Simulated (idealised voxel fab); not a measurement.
The name of this process module is voxel capacitor over wiring.
Cross-sectional view cut (width: 250 nm; square cell size: 5 nm).
A cross-section is written here as square cells arranged in a grid, and it is given in bands from the top down, each band taking up one or more rows of cells.
Band: top height; bottom height; in nm. Then, left to right: material with width in nm, for each material. "throughout": a single material spanning edge to edge. "empty": empty space.
Zero point of the height axis is 0; under it, received wafer = one material. Lowest band: continues down indefinitely, "0 and below".
Graded width ("30->40"): value in top row of band = first number; value in bottom row = second number; row-to-row change constant.
Reading "left unchanged" for a step: not a cell of the cross-section changed in it.
In the "Sealed void inventory" entry, you get each enclosed empty space of 8 cells or more, one with no open way to the top, written width x height at distance, distance from the left edge, in nm.
Step line, after settings: the simulator's comment on this step.
Regarding "overlay nm": on a step with a mask, it is the distance the mask lay to the right of its planned place; a negative value places it to the left.
The planned process steps are enumerated hereunder
| 1 | RECEIVE,material Si |
| 2 | CONFORMAL_DEP,material SiO2,thk nm 10 |
| 3 | CONFORMAL_DEP,material SiCN,thk nm 5 |
| 4 | DIRECTIONAL_DEP,material lowk,thk nm 20 |
| 5 | PATTERN,tone open,mask id METAL_1,material resist,width nm 30,pitch nm 100,thk nm 15,overlay nm 0 |
| 6 | DIRECTIONAL_ETCH,etch materials lowk,depth nm 20 |
| 7 | DIRECTIONAL_ETCH,etch materials SiCN,depth nm 5 |
| 8 | STRIP,etch materials resist |
| 9 | CONFORMAL_DEP,material TiN,thk nm 5 |
| 10 | FILL_DEP,material W,thk nm 5 |
| 11 | CMP,height nm 35 |
| 12 | CONFORMAL_DEP,material SiCN,thk nm 5 |
| 13 | DIRECTIONAL_DEP,material lowk,thk nm 10 |
| 14 | PATTERN,tone open,mask id PLUG_1,material resist,width nm 15,thk nm 20,overlay nm 0 |
| 15 | DIRECTIONAL_ETCH,etch materials lowk,depth nm 10 |
| 16 | DIRECTIONAL_ETCH,etch materials SiCN,depth nm 5 |
| 17 | STRIP,etch materials resist |
| 18 | EPI,material Ru,thk nm 10 |
| 19 | EPI,material Ru,thk nm 5 |
| 20 | DIRECTIONAL_DEP,material TiN,thk nm 5 |
| 21 | DIRECTIONAL_DEP,material HfO2,thk nm 5 |
| 22 | DIRECTIONAL_DEP,material TiN,thk nm 10 |
| 23 | DIRECTIONAL_DEP,material aC,thk nm 10 |
| 24 | PATTERN,tone cover,mask id UPPER_PLATE,material resist,width nm 75,thk nm 30,overlay nm 0 |
| 25 | DIRECTIONAL_ETCH,etch materials aC,depth nm 10 |
| 26 | STRIP,etch materials resist |
| 27 | DIRECTIONAL_ETCH,etch materials TiN,depth nm 10 |
| 28 | DIRECTIONAL_ETCH,etch materials HfO2,depth nm 5 |
| 29 | STRIP,etch materials aC |
| 30 | DIRECTIONAL_DEP,material aC,thk nm 15 |
| 31 | PATTERN,tone cover,mask id LOWER_PLATE,material resist,width nm 85,thk nm 30,overlay nm 0 |
| 32 | DIRECTIONAL_ETCH,etch materials aC,depth nm 15 |
| 33 | STRIP,etch materials resist |
| 34 | DIRECTIONAL_ETCH,etch materials TiN,depth nm 5 |
| 35 | STRIP,etch materials aC |
| 36 | FILL_DEP,material SiO2,thk nm 15 |
| 37 | CMP,height nm 80 |
| 38 | DIRECTIONAL_DEP,material aC,thk nm 10 |
| 39 | PATTERN,tone open,mask id PLUG_2,material resist,width nm 15,thk nm 25,overlay nm 0 |
| 40 | DIRECTIONAL_ETCH,etch materials aC,depth nm 10 |
| 41 | STRIP,etch materials resist |
| 42 | DIRECTIONAL_ETCH,etch materials SiO2,depth nm 10 |
| 43 | STRIP,etch materials aC |
| 44 | CONFORMAL_DEP,material TiN,thk nm 5 |
| 45 | FILL_DEP,material W,thk nm 5 |
| 46 | CMP,height nm 80 |
| 47 | CONFORMAL_DEP,material SiCN,thk nm 5 |
Concerning the first of two wafers, which was run in accordance with the plan
as received, after step 1
    0 and below  Si throughout
    Sealed void inventory: none
You're looking at a cross-section of the wafer after step 2
    10 down to 0  SiO2 throughout
    Below 0 it's all the same as before, nothing changed down there.
You're looking at a cross-section of the wafer after step 3
    15 down to 10  SiCN throughout
    Below 10 it's all the same as before, nothing changed down there.
You're looking at a cross-section of the wafer after step 4
    35 down to 15  lowk throughout
    Below 15 it's all the same as before, nothing changed down there.
You're looking at a cross-section of the wafer after step 5
    50 down to 35  resist 60, then empty 30, then resist 70, then empty 30, then resist 60
    Below 35 it's all the same as before, nothing changed down there.
You're looking at a cross-section of the wafer after step 6
    50 down to 35  resist 60, then empty 30, then resist 70, then empty 30, then resist 60
    35 down to 15  lowk 60, then empty 30, then lowk 70, then empty 30, then lowk 60
    Below 15 it's all the same as before, nothing changed down there.
You're looking at a cross-section of the wafer after step 7
    50 down to 35  resist 60, then empty 30, then resist 70, then empty 30, then resist 60
    35 down to 15  lowk 60, then empty 30, then lowk 70, then empty 30, then lowk 60
    15 down to 10  SiCN 60, then empty 30, then SiCN 70, then empty 30, then SiCN 60
    Below 10 it's all the same as before, nothing changed down there.
You're looking at a cross-section of the wafer after step 8
    35 down to 15  lowk 60, then empty 30, then lowk 70, then empty 30, then lowk 60
    Below 15 it's all the same as before, nothing changed down there.
You're looking at a cross-section of the wafer after step 9
    40 down to 35  TiN 65, then empty 20, then TiN 80, then empty 20, then TiN 65
    35 down to 15  lowk 60, then TiN 5, then empty 20, then TiN 5, then lowk 70, then TiN 5, then empty 20, then TiN 5, then lowk 60
    15 down to 10  SiCN 60, then TiN 30, then SiCN 70, then TiN 30, then SiCN 60
    Below 10 it's all the same as before, nothing changed down there.
You're looking at a cross-section of the wafer after step 10
    45 down to 40  W throughout
    40 down to 35  TiN 65, then W 20, then TiN 80, then W 20, then TiN 65
    35 down to 15  lowk 60, then TiN 5, then W 20, then TiN 5, then lowk 70, then TiN 5, then W 20, then TiN 5, then lowk 60
    Below 15 it's all the same as before, nothing changed down there.
You're looking at a cross-section of the wafer after step 11
    35 down to 15  lowk 60, then TiN 5, then W 20, then TiN 5, then lowk 70, then TiN 5, then W 20, then TiN 5, then lowk 60
    Below 15 it's all the same as before, nothing changed down there.
You're looking at a cross-section of the wafer after step 12
    40 down to 35  SiCN throughout
    Below 35 it's all the same as before, nothing changed down there.
You're looking at a cross-section of the wafer after step 13
    50 down to 40  lowk throughout
    Below 40 it's all the same as before, nothing changed down there.
You're looking at a cross-section of the wafer after step 14
    70 down to 50  resist 75, then empty 15, then resist 160
    Below 50 it's all the same as before, nothing changed down there.
You're looking at a cross-section of the wafer after step 15
    70 down to 50  resist 75, then empty 15, then resist 160
    50 down to 40  lowk 75, then empty 15, then lowk 160
    Below 40 it's all the same as before, nothing changed down there.
You're looking at a cross-section of the wafer after step 16
    70 down to 50  resist 75, then empty 15, then resist 160
    50 down to 40  lowk 75, then empty 15, then lowk 160
    40 down to 35  SiCN 75, then empty 15, then SiCN 160
    Below 35 it's all the same as before, nothing changed down there.
You're looking at a cross-section of the wafer after step 17
    50 down to 40  lowk 75, then empty 15, then lowk 160
    Below 40 it's all the same as before, nothing changed down there.
You're looking at a cross-section of the wafer after step 18
    50 down to 45  lowk 75, then empty 15, then lowk 160
    45 down to 40  lowk 75, then Ru 15, then lowk 160
    40 down to 35  SiCN 75, then Ru 15, then SiCN 160
    Below 35 it's all the same as before, nothing changed down there.
You're looking at a cross-section of the wafer after step 19
    50 down to 40  lowk 75, then Ru 15, then lowk 160
    Below 40 it's all the same as before, nothing changed down there.
You're looking at a cross-section of the wafer after step 20
    55 down to 50  TiN throughout
    Below 50 it's all the same as before, nothing changed down there.
You're looking at a cross-section of the wafer after step 21
    60 down to 55  HfO2 throughout
    Below 55 it's all the same as before, nothing changed down there.
You're looking at a cross-section of the wafer after step 22
    70 down to 60  TiN throughout
    Below 60 it's all the same as before, nothing changed down there.
You're looking at a cross-section of the wafer after step 23
    80 down to 70  aC throughout
    Below 70 it's all the same as before, nothing changed down there.
You're looking at a cross-section of the wafer after step 24
    110 down to 80  empty 75, then resist 75, then empty 100
    Below 80 it's all the same as before, nothing changed down there.
You're looking at a cross-section of the wafer after step 25
    100 down to 80  empty 75, then resist 75, then empty 100
    80 down to 70  empty 75, then aC 75, then empty 100
    Below 70 it's all the same as before, nothing changed down there.
You're looking at a cross-section of the wafer after step 26
    80 down to 70  empty 75, then aC 75, then empty 100
    Below 70 it's all the same as before, nothing changed down there.
You're looking at a cross-section of the wafer after step 27
    80 down to 70  empty 75, then aC 75, then empty 100
    70 down to 60  empty 75, then TiN 75, then empty 100
    Below 60 it's all the same as before, nothing changed down there.
You're looking at a cross-section of the wafer after step 28
    80 down to 70  empty 75, then aC 75, then empty 100
    70 down to 60  empty 75, then TiN 75, then empty 100
    60 down to 55  empty 75, then HfO2 75, then empty 100
    Below 55 it's all the same as before, nothing changed down there.
You're looking at a cross-section of the wafer after step 29
    70 down to 60  empty 75, then TiN 75, then empty 100
    Below 60 it's all the same as before, nothing changed down there.
You're looking at a cross-section of the wafer after step 30
    85 down to 70  empty 75, then aC 75, then empty 100
    70 down to 60  aC 75, then TiN 75, then aC 100
    60 down to 55  aC 75, then HfO2 75, then aC 100
    Below 55 it's all the same as before, nothing changed down there.
You're looking at a cross-section of the wafer after step 31
    115 down to 85  empty 70, then resist 85, then empty 95
    85 down to 70  empty 70, then resist 5, then aC 75, then resist 5, then empty 95
    Below 70 it's all the same as before, nothing changed down there.
You're looking at a cross-section of the wafer after step 32
    100 down to 85  empty 70, then resist 85, then empty 95
    85 down to 70  empty 70, then resist 5, then aC 75, then resist 5, then empty 95
    70 down to 60  empty 70, then aC 5, then TiN 75, then aC 5, then empty 95
    60 down to 55  empty 70, then aC 5, then HfO2 75, then aC 5, then empty 95
    Below 55 it's all the same as before, nothing changed down there.
You're looking at a cross-section of the wafer after step 33
    85 down to 70  empty 75, then aC 75, then empty 100
    Below 70 it's all the same as before, nothing changed down there.
You're looking at a cross-section of the wafer after step 34
    85 down to 70  empty 75, then aC 75, then empty 100
    70 down to 60  empty 70, then aC 5, then TiN 75, then aC 5, then empty 95
    60 down to 55  empty 70, then aC 5, then HfO2 75, then aC 5, then empty 95
    55 down to 50  empty 70, then TiN 85, then empty 95
    Below 50 it's all the same as before, nothing changed down there.
You're looking at a cross-section of the wafer after step 35
    70 down to 60  empty 75, then TiN 75, then empty 100
    60 down to 55  empty 75, then HfO2 75, then empty 100
    Below 55 it's all the same as before, nothing changed down there.
You're looking at a cross-section of the wafer after step 36
    85 down to 70  SiO2 throughout
    70 down to 60  SiO2 75, then TiN 75, then SiO2 100
    60 down to 55  SiO2 75, then HfO2 75, then SiO2 100
    55 down to 50  SiO2 70, then TiN 85, then SiO2 95
    Below 50 it's all the same as before, nothing changed down there.
You're looking at a cross-section of the wafer after step 37
    80 down to 70  SiO2 throughout
    Below 70 it's all the same as before, nothing changed down there.
You're looking at a cross-section of the wafer after step 38
    90 down to 80  aC throughout
    Below 80 it's all the same as before, nothing changed down there.
You're looking at a cross-section of the wafer after step 39
    115 down to 90  resist 85, then empty 15, then resist 150
    Below 90 it's all the same as before, nothing changed down there.
You're looking at a cross-section of the wafer after step 40
    105 down to 90  resist 85, then empty 15, then resist 150
    90 down to 80  aC 85, then empty 15, then aC 150
    Below 80 it's all the same as before, nothing changed down there.
You're looking at a cross-section of the wafer after step 41
    90 down to 80  aC 85, then empty 15, then aC 150
    Below 80 it's all the same as before, nothing changed down there.
You're looking at a cross-section of the wafer after step 42
    90 down to 80  aC 85, then empty 15, then aC 150
    80 down to 70  SiO2 85, then empty 15, then SiO2 150
    Below 70 it's all the same as before, nothing changed down there.
You're looking at a cross-section of the wafer after step 43
    80 down to 70  SiO2 85, then empty 15, then SiO2 150
    Below 70 it's all the same as before, nothing changed down there.
You're looking at a cross-section of the wafer after step 44
    85 down to 80  TiN 90, then empty 5, then TiN 155
    80 down to 75  SiO2 85, then TiN 5, then empty 5, then TiN 5, then SiO2 150
    75 down to 70  SiO2 85, then TiN 15, then SiO2 150
    Below 70 it's all the same as before, nothing changed down there.
You're looking at a cross-section of the wafer after step 45
    90 down to 85  W throughout
    85 down to 80  TiN 90, then W 5, then TiN 155
    80 down to 75  SiO2 85, then TiN 5, then W 5, then TiN 5, then SiO2 150
    Below 75 it's all the same as before, nothing changed down there.
You're looking at a cross-section of the wafer after step 46
    80 down to 75  SiO2 85, then TiN 5, then W 5, then TiN 5, then SiO2 150
    Below 75 it's all the same as before, nothing changed down there.
You're looking at a cross-section of the wafer after step 47
    85 down to 80  SiCN throughout
    Below 80 it's all the same as before, nothing changed down there.
Now the other wafer: same start, same recipe, but we messed up one thing when running it. Up to and including step 46 it's the same as the first one
The second wafer cut through, at the time step 47 was supposed to be finished
    85 down to 80  W throughout
    Below 80 it's all the same as before, nothing changed down there.
Run error: step 47 off recipe, ran as CONFORMAL_DEP,material W,thk nm 5
Materials where the second wafer ends with more or fewer cells than the first: -50 SiCN | +50 W
